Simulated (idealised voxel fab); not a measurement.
Presented below is a process module, voxel trench capacitor.
It is cross-section cut that appears here, measuring 160 nm in width, its square cells being 5 nm in size.
Notation: cross-section as square-cell grid; stated in bands, top first, going down; one or more cell rows per band.
Top height, bottom height, nm. Materials left to right, width each, nm. Single material + "throughout" = fills band edge to edge. "empty" = empty.
Height reference: 0 = level under which incoming wafer is all one material. Lowest band: no bottom, runs on downward, e.g. "top 0, no bottom".
Width spec "30->40" -> top row of cells at first value, bottom row at second value, equal per-row change in between.
"identical to before" (step): cross-section cells unchanged, all of them.
Entry "Catalogued sealed voids" = empty spaces >= 8 cells with no open way to the top; each as width x height at distance, distance from left edge, all nm.
On a step's line, text after the settings is the simulator commenting on that step.
Among the settings permitted on a step's line is "overlay nm"; applied to a step with a mask, it specifies the extent to which the mask lay to the right of its planned position, whereas a negative figure signifies a position to the left.
The planned process steps are enumerated hereunder:
1. RECEIVE [material Si]
2. CONFORMAL_DEP [material SiN] [thk nm 5]
3. PATTERN [tone open] [mask id TRENCH] [material resist] [width nm 25] [pitch nm 40] [thk nm 15] [overlay nm 0]
4. DIRECTIONAL_ETCH [etch materials SiN] [depth nm 5]
5. DIRECTIONAL_ETCH [etch materials Si] [depth nm 25]
6. STRIP [etch materials resist]
7. CONFORMAL_DEP [material Al2O3] [thk nm 5]
8. CONFORMAL_DEP [material TiN] [thk nm 5]
9. FILL_DEP [material W] [thk nm 5]
10. CMP [height nm 5]
Wafer cross-section on receipt, i.e. after step 1:
	top 0, no bottom | Si throughout
	Catalogued sealed voids: none
Wafer cross-section at module end: first of two, run to plan:
	top 5, bottom 0 | SiN 45 | Al2O3 5 | TiN 5 | W 5 | TiN 5 | Al2O3 5 | SiN 15 | Al2O3 5 | TiN 5 | W 5 | TiN 5 | Al2O3 5 | SiN 50
	top 0, bottom -15 | Si 45 | Al2O3 5 | TiN 5 | W 5 | TiN 5 | Al2O3 5 | Si 15 | Al2O3 5 | TiN 5 | W 5 | TiN 5 | Al2O3 5 | Si 50
	top -15, bottom -20 | Si 45 | Al2O3 5 | TiN 15 | Al2O3 5 | Si 15 | Al2O3 5 | TiN 15 | Al2O3 5 | Si 50
	top -20, bottom -25 | Si 45 | Al2O3 25 | Si 15 | Al2O3 25 | Si 50
	top -25, no bottom | Si throughout
	Catalogued sealed voids: none
Cross-section of the latter of the two wafers at module completion. It had an identical start and an identical plan to the former; in running it, one mistake was made:
	top 5, bottom 0 | SiN 45 | TiN 5 | Al2O3 5 | W 5 | Al2O3 5 | TiN 5 | SiN 15 | TiN 5 | Al2O3 5 | W 5 | Al2O3 5 | TiN 5 | SiN 50
	top 0, bottom -15 | Si 45 | TiN 5 | Al2O3 5 | W 5 | Al2O3 5 | TiN 5 | Si 15 | TiN 5 | Al2O3 5 | W 5 | Al2O3 5 | TiN 5 | Si 50
	top -15, bottom -20 | Si 45 | TiN 5 | Al2O3 15 | TiN 5 | Si 15 | TiN 5 | Al2O3 15 | TiN 5 | Si 50
	top -20, bottom -25 | Si 45 | TiN 25 | Si 15 | TiN 25 | Si 50
	top -25, no bottom | Si throughout
	Catalogued sealed voids: none
Here's what went sideways: the processing plan was not followed for steps 7 and 8, which were run with their positions exchanged
at the end the second wafer has, in cells: 8 fewer of Al2O3, 8 more of TiN
